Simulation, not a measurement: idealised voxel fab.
The following is a process module called voxel fin reveal.
The width of the displayed cross-section, cut, is 285 nm; its cells are square, with a size of 5 nm.
This document writes a cross-section as a grid whose cells are square, and gives it as bands, listed from the top down; one or more rows of cells form a band.
Within each band entry, the heights of the top and of the bottom of the band appear first, in that order and in nm; the materials of the band then follow from left to right, each with its corresponding width in nm. The designation "everywhere" on a single material indicates that it fills the band from edge to edge; the designation "air" indicates empty space.
Where do heights start? At 0: under that level the wafer as delivered is made of one material only. And the lowest band has no floor; it just carries on downward, as in "z 0 and below".
The expression "30..40" gives the width at the extremes of the band, the first number at its top row of cells and the second at its bottom row, with the width changing by equal amounts from each row to the next in between.
Given "nothing different" for a step, no cell of the cross-section differs between before and after that step.
You'll see "Voids, enclosed" listing empty spaces that have no way open to the top, as long as they're 8 cells or more; the notation is width x height at distance, where the distance is from the left edge, and all of it is in nm.
Whatever follows a step's settings on its line is a remark the simulator itself makes about that step.
overlay nm: for a step with a mask, the amount by which the mask lay right of where it was planned; a negative amount means left of it.

-- Planned process steps
step 1: RECEIVE [material Si]
step 2: CONFORMAL_DEP [material SiN] [thk nm 10]
step 3: DIRECTIONAL_DEP [material aC] [thk nm 15]
step 4: PATTERN [tone cover] [mask id FINS] [material resist] [width nm 15] [pitch nm 45] [thk nm 35] [overlay nm 0]
step 5: DIRECTIONAL_ETCH [etch materials aC] [depth nm 15]
step 6: STRIP [etch materials resist]
step 7: DIRECTIONAL_ETCH [etch materials SiN] [depth nm 10]
step 8: DIRECTIONAL_ETCH [etch materials Si] [depth nm 35]
step 9: STRIP [etch materials aC]
step 10: FILL_DEP [material SiO2] [thk nm 10]
step 11: CMP [height nm 10]
step 12: SELECTIVE_ETCH [etch materials SiO2] [depth nm 35]
step 13: STRIP [etch materials SiN]
step 14: CONFORMAL_DEP [material HfO2] [thk nm 5]

-- Run as planned: first of two wafers

-- As-received wafer cross-section (after step 1)
- z 0 and below  Si everywhere
- Voids, enclosed: none

-- How the wafer stands in section after step 2
- z 10 to 0  SiN everywhere
- Unchanged below 0.

-- How the wafer stands in section after step 3
- z 25 to 10  aC everywhere
- Unchanged below 10.

-- How the wafer stands in section after step 4
- z 60 to 25  air 90 nm  resist 15 nm  air 30 nm  resist 15 nm  air 30 nm  resist 15 nm  air 90 nm
- Unchanged below 25.

-- How the wafer stands in section after step 5
- z 45 to 25  air 90 nm  resist 15 nm  air 30 nm  resist 15 nm  air 30 nm  resist 15 nm  air 90 nm
- z 25 to 10  air 90 nm  aC 15 nm  air 30 nm  aC 15 nm  air 30 nm  aC 15 nm  air 90 nm
- Unchanged below 10.

-- How the wafer stands in section after step 6
- z 25 to 10  air 90 nm  aC 15 nm  air 30 nm  aC 15 nm  air 30 nm  aC 15 nm  air 90 nm
- Unchanged below 10.

-- How the wafer stands in section after step 7
- z 25 to 10  air 90 nm  aC 15 nm  air 30 nm  aC 15 nm  air 30 nm  aC 15 nm  air 90 nm
- z 10 to 0  air 90 nm  SiN 15 nm  air 30 nm  SiN 15 nm  air 30 nm  SiN 15 nm  air 90 nm
- Unchanged below 0.

-- How the wafer stands in section after step 8
- z 25 to 10  air 90 nm  aC 15 nm  air 30 nm  aC 15 nm  air 30 nm  aC 15 nm  air 90 nm
- z 10 to 0  air 90 nm  SiN 15 nm  air 30 nm  SiN 15 nm  air 30 nm  SiN 15 nm  air 90 nm
- z 0 to -35  air 90 nm  Si 15 nm  air 30 nm  Si 15 nm  air 30 nm  Si 15 nm  air 90 nm
- Unchanged below -35.

-- How the wafer stands in section after step 9
- z 10 to 0  air 90 nm  SiN 15 nm  air 30 nm  SiN 15 nm  air 30 nm  SiN 15 nm  air 90 nm
- Unchanged below 0.

-- How the wafer stands in section after step 10
- z 20 to 10  SiO2 everywhere
- z 10 to 0  SiO2 90 nm  SiN 15 nm  SiO2 30 nm  SiN 15 nm  SiO2 30 nm  SiN 15 nm  SiO2 90 nm
- z 0 to -35  SiO2 90 nm  Si 15 nm  SiO2 30 nm  Si 15 nm  SiO2 30 nm  Si 15 nm  SiO2 90 nm
- Unchanged below -35.

-- How the wafer stands in section after step 11
- z 10 to 0  SiO2 90 nm  SiN 15 nm  SiO2 30 nm  SiN 15 nm  SiO2 30 nm  SiN 15 nm  SiO2 90 nm
- Unchanged below 0.

-- How the wafer stands in section after step 12
- z 10 to 0  air 90 nm  SiN 15 nm  air 30 nm  SiN 15 nm  air 30 nm  SiN 15 nm  air 90 nm
- z 0 to -25  air 90 nm  Si 15 nm  air 30 nm  Si 15 nm  air 30 nm  Si 15 nm  air 90 nm
- Unchanged below -25.

-- How the wafer stands in section after step 13
- z 0 to -25  air 90 nm  Si 15 nm  air 30 nm  Si 15 nm  air 30 nm  Si 15 nm  air 90 nm
- Unchanged below -25.

-- How the wafer stands in section after step 14
- z 5 to 0  air 85 nm  HfO2 25 nm  air 20 nm  HfO2 25 nm  air 20 nm  HfO2 25 nm  air 85 nm
- z 0 to -20  air 85 nm  HfO2 5 nm  Si 15 nm  HfO2 5 nm  air 20 nm  HfO2 5 nm  Si 15 nm  HfO2 5 nm  air 20 nm  HfO2 5 nm  Si 15 nm  HfO2 5 nm  air 85 nm
- z -20 to -25  HfO2 90 nm  Si 15 nm  HfO2 30 nm  Si 15 nm  HfO2 30 nm  Si 15 nm  HfO2 90 nm
- Unchanged below -25.

-- Second Wafer (Identical Start and Plan, One Processing Error; Matches First Wafer Through Step 12)

-- What the second wafer looks like in cross-section when step 13 should have wrapped up
- z 0 to -25  air 90 nm  Si 15 nm  air 30 nm  Si 15 nm  air 30 nm  Si 15 nm  air 90 nm
- Unchanged below -25.

-- What the second wafer looks like in cross-section when step 14 should have wrapped up
- z 5 to 0  air 85 nm  HfO2 25 nm  air 20 nm  HfO2 25 nm  air 20 nm  HfO2 25 nm  air 85 nm
- z 0 to -20  air 85 nm  HfO2 5 nm  Si 15 nm  HfO2 5 nm  air 20 nm  HfO2 5 nm  Si 15 nm  HfO2 5 nm  air 20 nm  HfO2 5 nm  Si 15 nm  HfO2 5 nm  air 85 nm
- z -20 to -25  HfO2 90 nm  Si 15 nm  HfO2 30 nm  Si 15 nm  HfO2 30 nm  Si 15 nm  HfO2 90 nm
- Unchanged below -25.
Diagnosis: step 13 of the plan was carried out twice
If you compare the two wafers at the end, their cross-sections are the same, so as far as this model is concerned the mistake changes nothing.
